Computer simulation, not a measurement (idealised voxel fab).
Title: Process Module voxel transistor to metal
The cross-section shown here is cut; it is 285 nm wide and divided into square cells measuring 5 nm on a side.
Cross-section format: a grid of square cells, given as bands from top to bottom; each band is one or more rows of cells.
This entry defines a band. It first specifies the height of the band's top and the height of its bottom in nm, and then specifies the band's materials from left to right, stating each material with its width in nm. The word "edge to edge" identifies a single material that fills the band from edge to edge, while the word "blank" identifies empty space.
Heads up on the height convention: 0 is the point under which the incoming wafer is all one material, and the lowest band has no bottom, it just keeps going down, like "0 -> down".
When a width is written as two numbers, as in "30 to 40", the first number is the width in the top row of cells of the band and the second is the width in its bottom row, and the width changes by the same amount from each row to the next.
Reading "remained unchanged" for a step: not a cell of the cross-section changed in it.
Under "Fully sealed voids" you'll find the enclosed gaps, the ones with no way out to the top, that are 8 cells or bigger; each reads width x height at distance, with distance counted from the left edge, everything in nm.
after a step's settings: what the simulator itself notes on the step
You can add "overlay nm" to a step's line. For a step with a mask, it describes how far the mask lay to the right of its planned position, and a negative number describes a lay to the left.
The process steps that were planned are listed below
1) RECEIVE: material Si
2) OXIDIZE: depth nm 5
3) CONFORMAL_DEP: material SiN, thk nm 10
4) PATTERN: tone cover, mask id ACTIVE, material resist, width nm 100, pitch nm 125, thk nm 20, overlay nm 0
5) DIRECTIONAL_ETCH: etch materials SiN, depth nm 10
6) DIRECTIONAL_ETCH: etch materials SiO2, depth nm 5
7) DIRECTIONAL_ETCH: etch materials Si, depth nm 25
8) STRIP: etch materials resist
9) FILL_DEP: material SiO2, thk nm 10
10) CMP: height nm 10
11) SELECTIVE_ETCH: etch materials SiO2, depth nm 5
12) STRIP: etch materials SiN
13) SELECTIVE_ETCH: etch materials SiO2, depth nm 5
14) OXIDIZE: depth nm 5
15) DIRECTIONAL_DEP: material polySi, thk nm 25
16) DIRECTIONAL_DEP: material SiCN, thk nm 10
17) DIRECTIONAL_DEP: material aC, thk nm 10
18) PATTERN: tone cover, mask id GATE, material resist, width nm 20, pitch nm 125, thk nm 30, overlay nm 0
19) DIRECTIONAL_ETCH: etch materials aC, depth nm 10
20) STRIP: etch materials resist
21) DIRECTIONAL_ETCH: etch materials SiCN, depth nm 20
22) DIRECTIONAL_ETCH: etch materials polySi, depth nm 35
23) STRIP: etch materials aC
24) CONFORMAL_DEP: material SiN, thk nm 10
25) DIRECTIONAL_ETCH: etch materials SiN, depth nm 10
26) DIRECTIONAL_ETCH: etch materials SiO2, depth nm 5
27) EPI: material SiGe, thk nm 5
28) FILL_DEP: material SiO2, thk nm 10
29) CMP: height nm 30
30) DIRECTIONAL_DEP: material SiO2, thk nm 15
31) MASKED_ETCH: tone open, mask id CONTACT, width nm 30, etch materials SiO2, depth nm 50, overlay nm 0
32) CONFORMAL_DEP: material TiN, thk nm 5
33) FILL_DEP: material W, thk nm 10
34) CMP: height nm 45
35) CONFORMAL_DEP: material SiCN, thk nm 5
36) DIRECTIONAL_DEP: material lowk, thk nm 25
37) MASKED_ETCH: tone open, mask id METAL_1, width nm 15, etch materials lowk, depth nm 25, overlay nm 0
38) MASKED_ETCH: tone open, mask id METAL_1, width nm 15, etch materials SiCN, depth nm 5, overlay nm 0
39) CONFORMAL_DEP: material TiN, thk nm 5
40) FILL_DEP: material Ru, thk nm 10
41) CMP: height nm 75
42) EPI: material Ru, thk nm 5
43) FILL_DEP: material SiCN, thk nm 5
On the first of the two wafers: run conducted according to plan
Here's what the wafer looked like in cross-section when it arrived - that's after step 1
	0 -> down: Si edge to edge
	Fully sealed voids: none
Cross-section of the wafer after step 2
	0 -> -5: SiO2 edge to edge
	Heights below -5 show no change.
Cross-section of the wafer after step 3
	10 -> 0: SiN edge to edge
	Heights below 0 show no change.
Cross-section of the wafer after step 4
	30 -> 10: 30 of blank / 100 of resist / 25 of blank / 100 of resist / 30 of blank
	Heights below 10 show no change.
Cross-section of the wafer after step 5
	30 -> 10: 30 of blank / 100 of resist / 25 of blank / 100 of resist / 30 of blank
	10 -> 0: 30 of blank / 100 of SiN / 25 of blank / 100 of SiN / 30 of blank
	Heights below 0 show no change.
Cross-section of the wafer after step 6
	30 -> 10: 30 of blank / 100 of resist / 25 of blank / 100 of resist / 30 of blank
	10 -> 0: 30 of blank / 100 of SiN / 25 of blank / 100 of SiN / 30 of blank
	0 -> -5: 30 of blank / 100 of SiO2 / 25 of blank / 100 of SiO2 / 30 of blank
	Heights below -5 show no change.
Cross-section of the wafer after step 7
	30 -> 10: 30 of blank / 100 of resist / 25 of blank / 100 of resist / 30 of blank
	10 -> 0: 30 of blank / 100 of SiN / 25 of blank / 100 of SiN / 30 of blank
	0 -> -5: 30 of blank / 100 of SiO2 / 25 of blank / 100 of SiO2 / 30 of blank
	-5 -> -30: 30 of blank / 100 of Si / 25 of blank / 100 of Si / 30 of blank
	Heights below -30 show no change.
Cross-section of the wafer after step 8
	10 -> 0: 30 of blank / 100 of SiN / 25 of blank / 100 of SiN / 30 of blank
	Heights below 0 show no change.
Cross-section of the wafer after step 9
	20 -> 10: SiO2 edge to edge
	10 -> 0: 30 of SiO2 / 100 of SiN / 25 of SiO2 / 100 of SiN / 30 of SiO2
	0 -> -5: SiO2 edge to edge
	-5 -> -30: 30 of SiO2 / 100 of Si / 25 of SiO2 / 100 of Si / 30 of SiO2
	Heights below -30 show no change.
Cross-section of the wafer after step 10
	10 -> 0: 30 of SiO2 / 100 of SiN / 25 of SiO2 / 100 of SiN / 30 of SiO2
	Heights below 0 show no change.
Cross-section of the wafer after step 11
	10 -> 5: 30 of blank / 100 of SiN / 25 of blank / 100 of SiN / 30 of blank
	Heights below 5 show no change.
Cross-section of the wafer after step 12
	5 -> 0: 30 of SiO2 / 100 of blank / 25 of SiO2 / 100 of blank / 30 of SiO2
	Heights below 0 show no change.
Cross-section of the wafer after step 13
	0 -> -5: 25 of SiO2 / 110 of blank / 15 of SiO2 / 110 of blank / 25 of SiO2
	Heights below -5 show no change.
Cross-section of the wafer after step 14
	0 -> -5: 25 of SiO2 / 110 of blank / 15 of SiO2 / 110 of blank / 25 of SiO2
	-5 -> -10: SiO2 edge to edge
	Heights below -10 show no change.
Cross-section of the wafer after step 15
	25 -> 20: 25 of polySi / 110 of blank / 15 of polySi / 110 of blank / 25 of polySi
	20 -> 0: polySi edge to edge
	0 -> -5: 25 of SiO2 / 110 of polySi / 15 of SiO2 / 110 of polySi / 25 of SiO2
	Heights below -5 show no change.
Cross-section of the wafer after step 16
	35 -> 30: 25 of SiCN / 110 of blank / 15 of SiCN / 110 of blank / 25 of SiCN
	30 -> 25: SiCN edge to edge
	25 -> 20: 25 of polySi / 110 of SiCN / 15 of polySi / 110 of SiCN / 25 of polySi
	Heights below 20 show no change.
Cross-section of the wafer after step 17
	45 -> 40: 25 of aC / 110 of blank / 15 of aC / 110 of blank / 25 of aC
	40 -> 35: aC edge to edge
	35 -> 30: 25 of SiCN / 110 of aC / 15 of SiCN / 110 of aC / 25 of SiCN
	Heights below 30 show no change.
Cross-section of the wafer after step 18
	75 -> 45: 70 of blank / 20 of resist / 105 of blank / 20 of resist / 70 of blank
	45 -> 40: 25 of aC / 45 of blank / 20 of resist / 45 of blank / 15 of aC / 45 of blank / 20 of resist / 45 of blank / 25 of aC
	Heights below 40 show no change.
Cross-section of the wafer after step 19
	65 -> 40: 70 of blank / 20 of resist / 105 of blank / 20 of resist / 70 of blank
	40 -> 35: 70 of blank / 20 of aC / 105 of blank / 20 of aC / 70 of blank
	35 -> 30: 25 of SiCN / 45 of blank / 20 of aC / 45 of blank / 15 of SiCN / 45 of blank / 20 of aC / 45 of blank / 25 of SiCN
	Heights below 30 show no change.
Cross-section of the wafer after step 20
	40 -> 35: 70 of blank / 20 of aC / 105 of blank / 20 of aC / 70 of blank
	Heights below 35 show no change.
Cross-section of the wafer after step 21
	40 -> 30: 70 of blank / 20 of aC / 105 of blank / 20 of aC / 70 of blank
	30 -> 25: 70 of blank / 20 of SiCN / 105 of blank / 20 of SiCN / 70 of blank
	25 -> 20: 25 of polySi / 45 of blank / 20 of SiCN / 45 of blank / 15 of polySi / 45 of blank / 20 of SiCN / 45 of blank / 25 of polySi
	Heights below 20 show no change.
Cross-section of the wafer after step 22
	40 -> 30: 70 of blank / 20 of aC / 105 of blank / 20 of aC / 70 of blank
	30 -> 20: 70 of blank / 20 of SiCN / 105 of blank / 20 of SiCN / 70 of blank
	20 -> 0: 70 of blank / 20 of polySi / 105 of blank / 20 of polySi / 70 of blank
	0 -> -5: 25 of SiO2 / 45 of blank / 20 of polySi / 45 of blank / 15 of SiO2 / 45 of blank / 20 of polySi / 45 of blank / 25 of SiO2
	Heights below -5 show no change.
Cross-section of the wafer after step 23
	30 -> 20: 70 of blank / 20 of SiCN / 105 of blank / 20 of SiCN / 70 of blank
	Heights below 20 show no change.
Cross-section of the wafer after step 24
	40 -> 30: 60 of blank / 40 of SiN / 85 of blank / 40 of SiN / 60 of blank
	30 -> 20: 60 of blank / 10 of SiN / 20 of SiCN / 10 of SiN / 85 of blank / 10 of SiN / 20 of SiCN / 10 of SiN / 60 of blank
	20 -> 10: 60 of blank / 10 of SiN / 20 of polySi / 10 of SiN / 85 of blank / 10 of SiN / 20 of polySi / 10 of SiN / 60 of blank
	10 -> 5: 35 of SiN / 25 of blank / 10 of SiN / 20 of polySi / 10 of SiN / 25 of blank / 35 of SiN / 25 of blank / 10 of SiN / 20 of polySi / 10 of SiN / 25 of blank / 35 of SiN
	5 -> 0: 70 of SiN / 20 of polySi / 105 of SiN / 20 of polySi / 70 of SiN
	0 -> -5: 25 of SiO2 / 45 of SiN / 20 of polySi / 45 of SiN / 15 of SiO2 / 45 of SiN / 20 of polySi / 45 of SiN / 25 of SiO2
	Heights below -5 show no change.
Cross-section of the wafer after step 25
	30 -> 20: 60 of blank / 10 of SiN / 20 of SiCN / 10 of SiN / 85 of blank / 10 of SiN / 20 of SiCN / 10 of SiN / 60 of blank
	20 -> 0: 60 of blank / 10 of SiN / 20 of polySi / 10 of SiN / 85 of blank / 10 of SiN / 20 of polySi / 10 of SiN / 60 of blank
	0 -> -5: 25 of SiO2 / 10 of SiN / 25 of blank / 10 of SiN / 20 of polySi / 10 of SiN / 25 of blank / 10 of SiN / 15 of SiO2 / 10 of SiN / 25 of blank / 10 of SiN / 20 of polySi / 10 of SiN / 25 of blank / 10 of SiN / 25 of SiO2
	Heights below -5 show no change.
Cross-section of the wafer after step 26
	30 -> 20: 60 of blank / 10 of SiN / 20 of SiCN / 10 of SiN / 85 of blank / 10 of SiN / 20 of SiCN / 10 of SiN / 60 of blank
	20 -> 0: 60 of blank / 10 of SiN / 20 of polySi / 10 of SiN / 85 of blank / 10 of SiN / 20 of polySi / 10 of SiN / 60 of blank
	0 -> -5: 25 of blank / 10 of SiN / 25 of blank / 10 of SiN / 20 of polySi / 10 of SiN / 25 of blank / 10 of SiN / 15 of blank / 10 of SiN / 25 of blank / 10 of SiN / 20 of polySi / 10 of SiN / 25 of blank / 10 of SiN / 25 of blank
	-5 -> -10: 35 of SiO2 / 25 of blank / 40 of SiO2 / 25 of blank / 35 of SiO2 / 25 of blank / 40 of SiO2 / 25 of blank / 35 of SiO2
	Heights below -10 show no change.
Cross-section of the wafer after step 27
	30 -> 20: 60 of blank / 10 of SiN / 20 of SiCN / 10 of SiN / 85 of blank / 10 of SiN / 20 of SiCN / 10 of SiN / 60 of blank
	20 -> 0: 60 of blank / 10 of SiN / 20 of polySi / 10 of SiN / 85 of blank / 10 of SiN / 20 of polySi / 10 of SiN / 60 of blank
	0 -> -5: 25 of blank / 10 of SiN / 25 of blank / 10 of SiN / 20 of polySi / 10 of SiN / 25 of blank / 10 of SiN / 15 of blank / 10 of SiN / 25 of blank / 10 of SiN / 20 of polySi / 10 of SiN / 25 of blank / 10 of SiN / 25 of blank
	-5 -> -10: 35 of SiO2 / 25 of SiGe / 40 of SiO2 / 25 of SiGe / 35 of SiO2 / 25 of SiGe / 40 of SiO2 / 25 of SiGe / 35 of SiO2
	Heights below -10 show no change.
Cross-section of the wafer after step 28
	40 -> 30: SiO2 edge to edge
	30 -> 20: 60 of SiO2 / 10 of SiN / 20 of SiCN / 10 of SiN / 85 of SiO2 / 10 of SiN / 20 of SiCN / 10 of SiN / 60 of SiO2
	20 -> 0: 60 of SiO2 / 10 of SiN / 20 of polySi / 10 of SiN / 85 of SiO2 / 10 of SiN / 20 of polySi / 10 of SiN / 60 of SiO2
	0 -> -5: 25 of SiO2 / 10 of SiN / 25 of SiO2 / 10 of SiN / 20 of polySi / 10 of SiN / 25 of SiO2 / 10 of SiN / 15 of SiO2 / 10 of SiN / 25 of SiO2 / 10 of SiN / 20 of polySi / 10 of SiN / 25 of SiO2 / 10 of SiN / 25 of SiO2
	Heights below -5 show no change.
Cross-section of the wafer after step 29
	30 -> 20: 60 of SiO2 / 10 of SiN / 20 of SiCN / 10 of SiN / 85 of SiO2 / 10 of SiN / 20 of SiCN / 10 of SiN / 60 of SiO2
	Heights below 20 show no change.
Cross-section of the wafer after step 30
	45 -> 30: SiO2 edge to edge
	Heights below 30 show no change.
Cross-section of the wafer after step 31
	45 -> 30: 35 of SiO2 / 30 of blank / 30 of SiO2 / 30 of blank / 35 of SiO2 / 30 of blank / 30 of SiO2 / 30 of blank / 35 of SiO2
	30 -> 20: 35 of SiO2 / 25 of blank / 10 of SiN / 20 of SiCN / 10 of SiN / 25 of blank / 35 of SiO2 / 25 of blank / 10 of SiN / 20 of SiCN / 10 of SiN / 25 of blank / 35 of SiO2
	20 -> 0: 35 of SiO2 / 25 of blank / 10 of SiN / 20 of polySi / 10 of SiN / 25 of blank / 35 of SiO2 / 25 of blank / 10 of SiN / 20 of polySi / 10 of SiN / 25 of blank / 35 of SiO2
	0 -> -5: 25 of SiO2 / 10 of SiN / 25 of blank / 10 of SiN / 20 of polySi / 10 of SiN / 25 of blank / 10 of SiN / 15 of SiO2 / 10 of SiN / 25 of blank / 10 of SiN / 20 of polySi / 10 of SiN / 25 of blank / 10 of SiN / 25 of SiO2
	Heights below -5 show no change.
Cross-section of the wafer after step 32
	50 -> 45: 40 of TiN / 20 of blank / 40 of TiN / 20 of blank / 45 of TiN / 20 of blank / 40 of TiN / 20 of blank / 40 of TiN
	45 -> 35: 35 of SiO2 / 5 of TiN / 20 of blank / 5 of TiN / 30 of SiO2 / 5 of TiN / 20 of blank / 5 of TiN / 35 of SiO2 / 5 of TiN / 20 of blank / 5 of TiN / 30 of SiO2 / 5 of TiN / 20 of blank / 5 of TiN / 35 of SiO2
	35 -> 30: 35 of SiO2 / 5 of TiN / 15 of blank / 10 of TiN / 30 of SiO2 / 10 of TiN / 15 of blank / 5 of TiN / 35 of SiO2 / 5 of TiN / 15 of blank / 10 of TiN / 30 of SiO2 / 10 of TiN / 15 of blank / 5 of TiN / 35 of SiO2
	30 -> 20: 35 of SiO2 / 5 of TiN / 15 of blank / 5 of TiN / 10 of SiN / 20 of SiCN / 10 of SiN / 5 of TiN / 15 of blank / 5 of TiN / 35 of SiO2 / 5 of TiN / 15 of blank / 5 of TiN / 10 of SiN / 20 of SiCN / 10 of SiN / 5 of TiN / 15 of blank / 5 of TiN / 35 of SiO2
	20 -> 0: 35 of SiO2 / 5 of TiN / 15 of blank / 5 of TiN / 10 of SiN / 20 of polySi / 10 of SiN / 5 of TiN / 15 of blank / 5 of TiN / 35 of SiO2 / 5 of TiN / 15 of blank / 5 of TiN / 10 of SiN / 20 of polySi / 10 of SiN / 5 of TiN / 15 of blank / 5 of TiN / 35 of SiO2
	0 -> -5: 25 of SiO2 / 10 of SiN / 25 of TiN / 10 of SiN / 20 of polySi / 10 of SiN / 25 of TiN / 10 of SiN / 15 of SiO2 / 10 of SiN / 25 of TiN / 10 of SiN / 20 of polySi / 10 of SiN / 25 of TiN / 10 of SiN / 25 of SiO2
	Heights below -5 show no change.
Cross-section of the wafer after step 33
	60 -> 50: W edge to edge
	50 -> 45: 40 of TiN / 20 of W / 40 of TiN / 20 of W / 45 of TiN / 20 of W / 40 of TiN / 20 of W / 40 of TiN
	45 -> 35: 35 of SiO2 / 5 of TiN / 20 of W / 5 of TiN / 30 of SiO2 / 5 of TiN / 20 of W / 5 of TiN / 35 of SiO2 / 5 of TiN / 20 of W / 5 of TiN / 30 of SiO2 / 5 of TiN / 20 of W / 5 of TiN / 35 of SiO2
	35 -> 30: 35 of SiO2 / 5 of TiN / 15 of W / 10 of TiN / 30 of SiO2 / 10 of TiN / 15 of W / 5 of TiN / 35 of SiO2 / 5 of TiN / 15 of W / 10 of TiN / 30 of SiO2 / 10 of TiN / 15 of W / 5 of TiN / 35 of SiO2
	30 -> 20: 35 of SiO2 / 5 of TiN / 15 of W / 5 of TiN / 10 of SiN / 20 of SiCN / 10 of SiN / 5 of TiN / 15 of W / 5 of TiN / 35 of SiO2 / 5 of TiN / 15 of W / 5 of TiN / 10 of SiN / 20 of SiCN / 10 of SiN / 5 of TiN / 15 of W / 5 of TiN / 35 of SiO2
	20 -> 0: 35 of SiO2 / 5 of TiN / 15 of W / 5 of TiN / 10 of SiN / 20 of polySi / 10 of SiN / 5 of TiN / 15 of W / 5 of TiN / 35 of SiO2 / 5 of TiN / 15 of W / 5 of TiN / 10 of SiN / 20 of polySi / 10 of SiN / 5 of TiN / 15 of W / 5 of TiN / 35 of SiO2
	Heights below 0 show no change.
Cross-section of the wafer after step 34
	45 -> 35: 35 of SiO2 / 5 of TiN / 20 of W / 5 of TiN / 30 of SiO2 / 5 of TiN / 20 of W / 5 of TiN / 35 of SiO2 / 5 of TiN / 20 of W / 5 of TiN / 30 of SiO2 / 5 of TiN / 20 of W / 5 of TiN / 35 of SiO2
	Heights below 35 show no change.
Cross-section of the wafer after step 35
	50 -> 45: SiCN edge to edge
	Heights below 45 show no change.
Cross-section of the wafer after step 36
	75 -> 50: lowk edge to edge
	Heights below 50 show no change.
Cross-section of the wafer after step 37
	75 -> 50: 35 of lowk / 15 of blank / 60 of lowk / 15 of blank / 35 of lowk / 15 of blank / 60 of lowk / 15 of blank / 35 of lowk
	Heights below 50 show no change.
Cross-section of the wafer after step 38
	75 -> 50: 35 of lowk / 15 of blank / 60 of lowk / 15 of blank / 35 of lowk / 15 of blank / 60 of lowk / 15 of blank / 35 of lowk
	50 -> 45: 35 of SiCN / 15 of blank / 60 of SiCN / 15 of blank / 35 of SiCN / 15 of blank / 60 of SiCN / 15 of blank / 35 of SiCN
	Heights below 45 show no change.
Cross-section of the wafer after step 39
	80 -> 75: 40 of TiN / 5 of blank / 70 of TiN / 5 of blank / 45 of TiN / 5 of blank / 70 of TiN / 5 of blank / 40 of TiN
	75 -> 50: 35 of lowk / 5 of TiN / 5 of blank / 5 of TiN / 60 of lowk / 5 of TiN / 5 of blank / 5 of TiN / 35 of lowk / 5 of TiN / 5 of blank / 5 of TiN / 60 of lowk / 5 of TiN / 5 of blank / 5 of TiN / 35 of lowk
	50 -> 45: 35 of SiCN / 15 of TiN / 60 of SiCN / 15 of TiN / 35 of SiCN / 15 of TiN / 60 of SiCN / 15 of TiN / 35 of SiCN
	Heights below 45 show no change.
Cross-section of the wafer after step 40
	90 -> 80: Ru edge to edge
	80 -> 75: 40 of TiN / 5 of Ru / 70 of TiN / 5 of Ru / 45 of TiN / 5 of Ru / 70 of TiN / 5 of Ru / 40 of TiN
	75 -> 50: 35 of lowk / 5 of TiN / 5 of Ru / 5 of TiN / 60 of lowk / 5 of TiN / 5 of Ru / 5 of TiN / 35 of lowk / 5 of TiN / 5 of Ru / 5 of TiN / 60 of lowk / 5 of TiN / 5 of Ru / 5 of TiN / 35 of lowk
	Heights below 50 show no change.
Cross-section of the wafer after step 41
	75 -> 50: 35 of lowk / 5 of TiN / 5 of Ru / 5 of TiN / 60 of lowk / 5 of TiN / 5 of Ru / 5 of TiN / 35 of lowk / 5 of TiN / 5 of Ru / 5 of TiN / 60 of lowk / 5 of TiN / 5 of Ru / 5 of TiN / 35 of lowk
	Heights below 50 show no change.
Cross-section of the wafer after step 42
	80 -> 75: 30 of blank / 25 of Ru / 50 of blank / 25 of Ru / 25 of blank / 25 of Ru / 50 of blank / 25 of Ru / 30 of blank
	Heights below 75 show no change.
Cross-section of the wafer after step 43
	85 -> 80: SiCN edge to edge
	80 -> 75: 30 of SiCN / 25 of Ru / 50 of SiCN / 25 of Ru / 25 of SiCN / 25 of Ru / 50 of SiCN / 25 of Ru / 30 of SiCN
	Heights below 75 show no change.
The second wafer was prepared from the same starting point and under the same plan as the first; its processing contained one mistake, and it remains indistinguishable from the first wafer up to and including step 29
Second wafer, cross-section, planned end of step 30
	30 -> 20: 35 of SiO2 / 25 of blank / 10 of SiN / 20 of SiCN / 10 of SiN / 25 of blank / 35 of SiO2 / 25 of blank / 10 of SiN / 20 of SiCN / 10 of SiN / 25 of blank / 35 of SiO2
	20 -> 0: 35 of SiO2 / 25 of blank / 10 of SiN / 20 of polySi / 10 of SiN / 25 of blank / 35 of SiO2 / 25 of blank / 10 of SiN / 20 of polySi / 10 of SiN / 25 of blank / 35 of SiO2
	0 -> -5: 25 of SiO2 / 10 of SiN / 25 of blank / 10 of SiN / 20 of polySi / 10 of SiN / 25 of blank / 10 of SiN / 15 of SiO2 / 10 of SiN / 25 of blank / 10 of SiN / 20 of polySi / 10 of SiN / 25 of blank / 10 of SiN / 25 of SiO2
	Heights below -5 show no change.
Second wafer, cross-section, planned end of step 31
	45 -> 30: 35 of SiO2 / 25 of blank / 40 of SiO2 / 25 of blank / 35 of SiO2 / 25 of blank / 40 of SiO2 / 25 of blank / 35 of SiO2
	30 -> 20: 35 of SiO2 / 25 of blank / 10 of SiN / 20 of SiCN / 10 of SiN / 25 of blank / 35 of SiO2 / 25 of blank / 10 of SiN / 20 of SiCN / 10 of SiN / 25 of blank / 35 of SiO2
	20 -> 10: 35 of SiO2 / 25 of blank / 10 of SiN / 20 of polySi / 10 of SiN / 25 of blank / 35 of SiO2 / 25 of blank / 10 of SiN / 20 of polySi / 10 of SiN / 25 of blank / 35 of SiO2
	10 -> 0: 60 of SiO2 / 10 of SiN / 20 of polySi / 10 of SiN / 85 of SiO2 / 10 of SiN / 20 of polySi / 10 of SiN / 60 of SiO2
	0 -> -5: 25 of SiO2 / 10 of SiN / 25 of SiO2 / 10 of SiN / 20 of polySi / 10 of SiN / 25 of SiO2 / 10 of SiN / 15 of SiO2 / 10 of SiN / 25 of SiO2 / 10 of SiN / 20 of polySi / 10 of SiN / 25 of SiO2 / 10 of SiN / 25 of SiO2
	Heights below -5 show no change.
Second wafer, cross-section, planned end of step 32
	50 -> 45: 40 of TiN / 15 of blank / 50 of TiN / 15 of blank / 45 of TiN / 15 of blank / 50 of TiN / 15 of blank / 40 of TiN
	45 -> 30: 35 of SiO2 / 5 of TiN / 15 of blank / 5 of TiN / 40 of SiO2 / 5 of TiN / 15 of blank / 5 of TiN / 35 of SiO2 / 5 of TiN / 15 of blank / 5 of TiN / 40 of SiO2 / 5 of TiN / 15 of blank / 5 of TiN / 35 of SiO2
	30 -> 20: 35 of SiO2 / 5 of TiN / 15 of blank / 5 of TiN / 10 of SiN / 20 of SiCN / 10 of SiN / 5 of TiN / 15 of blank / 5 of TiN / 35 of SiO2 / 5 of TiN / 15 of blank / 5 of TiN / 10 of SiN / 20 of SiCN / 10 of SiN / 5 of TiN / 15 of blank / 5 of TiN / 35 of SiO2
	20 -> 15: 35 of SiO2 / 5 of TiN / 15 of blank / 5 of TiN / 10 of SiN / 20 of polySi / 10 of SiN / 5 of TiN / 15 of blank / 5 of TiN / 35 of SiO2 / 5 of TiN / 15 of blank / 5 of TiN / 10 of SiN / 20 of polySi / 10 of SiN / 5 of TiN / 15 of blank / 5 of TiN / 35 of SiO2
	15 -> 10: 35 of SiO2 / 25 of TiN / 10 of SiN / 20 of polySi / 10 of SiN / 25 of TiN / 35 of SiO2 / 25 of TiN / 10 of SiN / 20 of polySi / 10 of SiN / 25 of TiN / 35 of SiO2
	Heights below 10 show no change.
Second wafer, cross-section, planned end of step 33
	60 -> 50: W edge to edge
	50 -> 45: 40 of TiN / 15 of W / 50 of TiN / 15 of W / 45 of TiN / 15 of W / 50 of TiN / 15 of W / 40 of TiN
	45 -> 30: 35 of SiO2 / 5 of TiN / 15 of W / 5 of TiN / 40 of SiO2 / 5 of TiN / 15 of W / 5 of TiN / 35 of SiO2 / 5 of TiN / 15 of W / 5 of TiN / 40 of SiO2 / 5 of TiN / 15 of W / 5 of TiN / 35 of SiO2
	30 -> 20: 35 of SiO2 / 5 of TiN / 15 of W / 5 of TiN / 10 of SiN / 20 of SiCN / 10 of SiN / 5 of TiN / 15 of W / 5 of TiN / 35 of SiO2 / 5 of TiN / 15 of W / 5 of TiN / 10 of SiN / 20 of SiCN / 10 of SiN / 5 of TiN / 15 of W / 5 of TiN / 35 of SiO2
	20 -> 15: 35 of SiO2 / 5 of TiN / 15 of W / 5 of TiN / 10 of SiN / 20 of polySi / 10 of SiN / 5 of TiN / 15 of W / 5 of TiN / 35 of SiO2 / 5 of TiN / 15 of W / 5 of TiN / 10 of SiN / 20 of polySi / 10 of SiN / 5 of TiN / 15 of W / 5 of TiN / 35 of SiO2
	Heights below 15 show no change.
Second wafer, cross-section, planned end of step 34
	45 -> 30: 35 of SiO2 / 5 of TiN / 15 of W / 5 of TiN / 40 of SiO2 / 5 of TiN / 15 of W / 5 of TiN / 35 of SiO2 / 5 of TiN / 15 of W / 5 of TiN / 40 of SiO2 / 5 of TiN / 15 of W / 5 of TiN / 35 of SiO2
	Heights below 30 show no change.
Second wafer, cross-section, planned end of step 35
	50 -> 45: SiCN edge to edge
	Heights below 45 show no change.
Second wafer, cross-section, planned end of step 36
	75 -> 50: lowk edge to edge
	Heights below 50 show no change.
Second wafer, cross-section, planned end of step 37
	75 -> 50: 35 of lowk / 15 of blank / 60 of lowk / 15 of blank / 35 of lowk / 15 of blank / 60 of lowk / 15 of blank / 35 of lowk
	Heights below 50 show no change.
Second wafer, cross-section, planned end of step 38
	75 -> 50: 35 of lowk / 15 of blank / 60 of lowk / 15 of blank / 35 of lowk / 15 of blank / 60 of lowk / 15 of blank / 35 of lowk
	50 -> 45: 35 of SiCN / 15 of blank / 60 of SiCN / 15 of blank / 35 of SiCN / 15 of blank / 60 of SiCN / 15 of blank / 35 of SiCN
	Heights below 45 show no change.
Second wafer, cross-section, planned end of step 39
	80 -> 75: 40 of TiN / 5 of blank / 70 of TiN / 5 of blank / 45 of TiN / 5 of blank / 70 of TiN / 5 of blank / 40 of TiN
	75 -> 50: 35 of lowk / 5 of TiN / 5 of blank / 5 of TiN / 60 of lowk / 5 of TiN / 5 of blank / 5 of TiN / 35 of lowk / 5 of TiN / 5 of blank / 5 of TiN / 60 of lowk / 5 of TiN / 5 of blank / 5 of TiN / 35 of lowk
	50 -> 45: 35 of SiCN / 15 of TiN / 60 of SiCN / 15 of TiN / 35 of SiCN / 15 of TiN / 60 of SiCN / 15 of TiN / 35 of SiCN
	Heights below 45 show no change.
Second wafer, cross-section, planned end of step 40
	90 -> 80: Ru edge to edge
	80 -> 75: 40 of TiN / 5 of Ru / 70 of TiN / 5 of Ru / 45 of TiN / 5 of Ru / 70 of TiN / 5 of Ru / 40 of TiN
	75 -> 50: 35 of lowk / 5 of TiN / 5 of Ru / 5 of TiN / 60 of lowk / 5 of TiN / 5 of Ru / 5 of TiN / 35 of lowk / 5 of TiN / 5 of Ru / 5 of TiN / 60 of lowk / 5 of TiN / 5 of Ru / 5 of TiN / 35 of lowk
	Heights below 50 show no change.
Second wafer, cross-section, planned end of step 41
	75 -> 50: 35 of lowk / 5 of TiN / 5 of Ru / 5 of TiN / 60 of lowk / 5 of TiN / 5 of Ru / 5 of TiN / 35 of lowk / 5 of TiN / 5 of Ru / 5 of TiN / 60 of lowk / 5 of TiN / 5 of Ru / 5 of TiN / 35 of lowk
	Heights below 50 show no change.
Second wafer, cross-section, planned end of step 42
	80 -> 75: 30 of blank / 25 of Ru / 50 of blank / 25 of Ru / 25 of blank / 25 of Ru / 50 of blank / 25 of Ru / 30 of blank
	Heights below 75 show no change.
Second wafer, cross-section, planned end of step 43
	85 -> 80: SiCN edge to edge
	80 -> 75: 30 of SiCN / 25 of Ru / 50 of SiCN / 25 of Ru / 25 of SiCN / 25 of Ru / 50 of SiCN / 25 of Ru / 30 of SiCN
	Heights below 75 show no change.
Deviation from plan: plan vs actual: 30 and 31 interchanged
Final wafer comparison in cells, second versus first, more or fewer per material: +72 SiO2 | -28 TiN | -44 W
